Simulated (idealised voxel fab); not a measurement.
A process module follows: voxel transistor to metal.
Cross-section cut: width 185 nm, square cells of 5 nm.
The cross-sections in this document take the form of a grid made of square cells. They are written out as bands, in order from top to bottom. Each band consists of one or more rows of cells.
Band: top and bottom heights (nm) first, top before bottom; then materials from left to right, widths in nm. "all across" marks a sole material filling the band edge to edge. "air" denotes empty space.
Where do heights start? At 0: under that level the wafer as delivered is made of one material only. And the lowest band has no floor; it just carries on downward, as in "z 0 and below".
The notation "30..40" denotes a width that varies across the rows of cells in the band, beginning at the first number in the top row, finishing at the second number in the bottom row, and changing by an identical amount from each row to the next.
"stayed the same" -> step changed no cross-section cell.
Closed empty spaces (no open way to the top) of 8 cells or more are what "Closed void listing" lists, each as width x height at distance from the left edge, nm for all three.
Note: text after step settings on the step line = simulator remark on that step.
You can add "overlay nm" to a step's line. For a step with a mask, it describes how far the mask lay to the right of its planned position, and a negative number describes a lay to the left.

**List of planned process steps**
1: RECEIVE | material Si
2: OXIDIZE | depth nm 5
3: CONFORMAL_DEP | material SiN | thk nm 10
4: PATTERN | tone cover | mask id ACTIVE | material resist | width nm 120 | thk nm 15 | overlay nm 0
5: DIRECTIONAL_ETCH | etch materials SiN | depth nm 10
6: DIRECTIONAL_ETCH | etch materials SiO2 | depth nm 5
7: DIRECTIONAL_ETCH | etch materials Si | depth nm 25
8: STRIP | etch materials resist
9: OXIDIZE | depth nm 5
10: FILL_DEP | material SiO2 | thk nm 15
11: CMP | height nm 10
12: SELECTIVE_ETCH | etch materials SiO2 | depth nm 10
13: STRIP | etch materials SiN
14: SELECTIVE_ETCH | etch materials SiO2 | depth nm 5
15: OXIDIZE | depth nm 5
16: DIRECTIONAL_DEP | material polySi | thk nm 25
17: DIRECTIONAL_DEP | material SiCN | thk nm 15
18: PATTERN | tone cover | mask id GATE | material resist | width nm 30 | thk nm 15 | overlay nm 0
19: DIRECTIONAL_ETCH | etch materials SiCN | depth nm 25
20: DIRECTIONAL_ETCH | etch materials polySi | depth nm 35
21: STRIP | etch materials resist
22: CONFORMAL_DEP | material SiO2 | thk nm 5
23: DIRECTIONAL_ETCH | etch materials SiO2 | depth nm 5
24: CONFORMAL_DEP | material SiN | thk nm 5
25: DIRECTIONAL_ETCH | etch materials SiN | depth nm 5
26: DIRECTIONAL_ETCH | etch materials SiO2 | depth nm 5
27: DIRECTIONAL_ETCH | etch materials Si | depth nm 5
28: EPI | material nSi | thk nm 10
29: FILL_DEP | material SiO2 | thk nm 10
30: CMP | height nm 20
31: STRIP | etch materials polySi
32: SELECTIVE_ETCH | etch materials SiO2 | depth nm 5
33: CONFORMAL_DEP | material HfO2 | thk nm 5
34: CONFORMAL_DEP | material TiN | thk nm 5
35: FILL_DEP | material W | thk nm 5
36: CMP | height nm 15
37: DIRECTIONAL_DEP | material SiO2 | thk nm 10
38: DIRECTIONAL_DEP | material aC | thk nm 15
39: PATTERN | tone open | mask id CONTACT | material resist | width nm 20 | pitch nm 90 | thk nm 30 | overlay nm 0
40: DIRECTIONAL_ETCH | etch materials aC | depth nm 15
41: STRIP | etch materials resist
42: DIRECTIONAL_ETCH | etch materials SiO2 | depth nm 30
43: STRIP | etch materials aC
44: CONFORMAL_DEP | material TiN | thk nm 5
45: FILL_DEP | material Ru | thk nm 10
46: CMP | height nm 25
47: CONFORMAL_DEP | material SiN | thk nm 5
48: DIRECTIONAL_DEP | material lowk | thk nm 20
49: MASKED_ETCH | tone open | mask id METAL_1 | width nm 20 | pitch nm 90 | etch materials lowk | depth nm 20 | overlay nm 0
50: MASKED_ETCH | tone open | mask id METAL_1 | width nm 20 | pitch nm 90 | etch materials SiN | depth nm 5 | overlay nm 0
51: CONFORMAL_DEP | material TiN | thk nm 5
52: FILL_DEP | material W | thk nm 10
53: CMP | height nm 50
54: EPI | material Ru | thk nm 5
55: FILL_DEP | material SiCN | thk nm 5
56: DIRECTIONAL_DEP | material lowk | thk nm 30
57: PATTERN | tone open | mask id METAL_2_HOLES | material resist | width nm 15 | pitch nm 90 | thk nm 20 | overlay nm 0
58: DIRECTIONAL_ETCH | etch materials lowk | depth nm 30
59: STRIP | etch materials resist
60: PATTERN | tone open | mask id METAL_2 | material resist | width nm 20 | pitch nm 90 | thk nm 15 | overlay nm 0
61: DIRECTIONAL_ETCH | etch materials lowk | depth nm 20
62: DIRECTIONAL_ETCH | etch materials SiCN | depth nm 5
63: STRIP | etch materials resist
64: CONFORMAL_DEP | material TiN | thk nm 5
65: FILL_DEP | material Cu | thk nm 10
66: CMP | height nm 90
67: CONFORMAL_DEP | material SiN | thk nm 5

**Incoming wafer, cross-sectional view, post step 1**
    z 0 and below  Si all across
    Closed void listing: none

**First of two wafers, end-of-module section, run followed plan**
    z 95 to 90  SiN all across
    z 90 to 75  lowk 35, then TiN 5, then Cu 10, then TiN 5, then lowk 70, then TiN 5, then Cu 10, then TiN 5, then lowk 40
    z 75 to 70  lowk 35, then TiN 5, then Cu 5, then TiN 10, then lowk 70, then TiN 5, then Cu 5, then TiN 10, then lowk 40
    z 70 to 60  lowk 35, then TiN 5, then Cu 5, then TiN 5, then lowk 75, then TiN 5, then Cu 5, then TiN 5, then lowk 45
    z 60 to 55  SiCN 35, then TiN 15, then SiCN 75, then TiN 15, then SiCN 45
    z 55 to 50  SiCN 30, then Ru 30, then SiCN 60, then Ru 30, then SiCN 35
    z 50 to 30  lowk 35, then TiN 5, then W 10, then TiN 5, then lowk 70, then TiN 5, then W 10, then TiN 5, then lowk 40
    z 30 to 25  SiN 35, then TiN 20, then SiN 70, then TiN 20, then SiN 40
    z 25 to 15  SiO2 35, then TiN 5, then Ru 10, then TiN 5, then SiO2 70, then TiN 5, then Ru 10, then TiN 5, then SiO2 40
    z 15 to 0  SiO2 35, then TiN 5, then Ru 10, then TiN 5, then SiO2 10, then SiN 5, then HfO2 5, then TiN 5, then W 20, then TiN 5, then HfO2 5, then SiN 5, then SiO2 10, then TiN 5, then Ru 10, then TiN 5, then SiO2 40
    z 0 to -5  SiO2 35, then TiN 20, then nSi 10, then SiN 5, then HfO2 5, then TiN 30, then HfO2 5, then SiN 5, then nSi 10, then TiN 20, then SiO2 40
    z -5 to -10  SiO2 30, then nSi 35, then SiO2 5, then HfO2 40, then SiO2 5, then nSi 35, then SiO2 35
    z -10 to -15  SiO2 35, then nSi 30, then Si 50, then nSi 30, then SiO2 40
    z -15 to -35  SiO2 35, then Si 110, then SiO2 40
    z -35 and below  Si all across
    Closed void listing: none

**Cross-sectional view of the second of two wafers upon completion of the module. This wafer shared its starting condition and process plan with the first; one error was made during its execution**
    z 95 to 90  SiN all across
    z 90 to 75  lowk 35, then TiN 5, then Cu 10, then TiN 5, then lowk 70, then TiN 5, then Cu 10, then TiN 5, then lowk 40
    z 75 to 70  lowk 35, then TiN 5, then Cu 5, then TiN 10, then lowk 70, then TiN 5, then Cu 5, then TiN 10, then lowk 40
    z 70 to 60  lowk 35, then TiN 5, then Cu 5, then TiN 5, then lowk 75, then TiN 5, then Cu 5, then TiN 5, then lowk 45
    z 60 to 55  SiCN 35, then TiN 15, then SiCN 75, then TiN 15, then SiCN 45
    z 55 to 50  SiCN 30, then Ru 35, then SiCN 55, then Ru 35, then SiCN 30
    z 50 to 35  lowk 35, then TiN 5, then W 15, then TiN 5, then lowk 65, then TiN 5, then W 15, then TiN 5, then lowk 35
    z 35 to 30  lowk 35, then TiN 5, then W 10, then TiN 10, then lowk 65, then TiN 5, then W 10, then TiN 10, then lowk 35
    z 30 to 25  SiN 35, then TiN 20, then SiN 70, then TiN 20, then SiN 40
    z 25 to 15  SiO2 35, then TiN 5, then Ru 10, then TiN 5, then SiO2 70, then TiN 5, then Ru 10, then TiN 5, then SiO2 40
    z 15 to 0  SiO2 35, then TiN 5, then Ru 10, then TiN 5, then SiO2 10, then SiN 5, then HfO2 5, then TiN 5, then W 20, then TiN 5, then HfO2 5, then SiN 5, then SiO2 10, then TiN 5, then Ru 10, then TiN 5, then SiO2 40
    z 0 to -5  SiO2 35, then TiN 20, then nSi 10, then SiN 5, then HfO2 5, then TiN 30, then HfO2 5, then SiN 5, then nSi 10, then TiN 20, then SiO2 40
    z -5 to -10  SiO2 30, then nSi 35, then SiO2 5, then HfO2 40, then SiO2 5, then nSi 35, then SiO2 35
    z -10 to -15  SiO2 35, then nSi 30, then Si 50, then nSi 30, then SiO2 40
    z -15 to -35  SiO2 35, then Si 110, then SiO2 40
    z -35 and below  Si all across
    Closed void listing: none
Short version of what went wrong: so step 49 ended up running with a different setting than we planned, it ran as MASKED_ETCH | tone open | mask id METAL_1 | width nm 25 | pitch nm 90 | etch materials lowk | depth nm 20 | overlay nm 0
FYI, end of process, the second wafer has more or fewer cells of some materials than the first: +2 Ru, -2 SiCN, +2 TiN, +6 W, -8 lowk
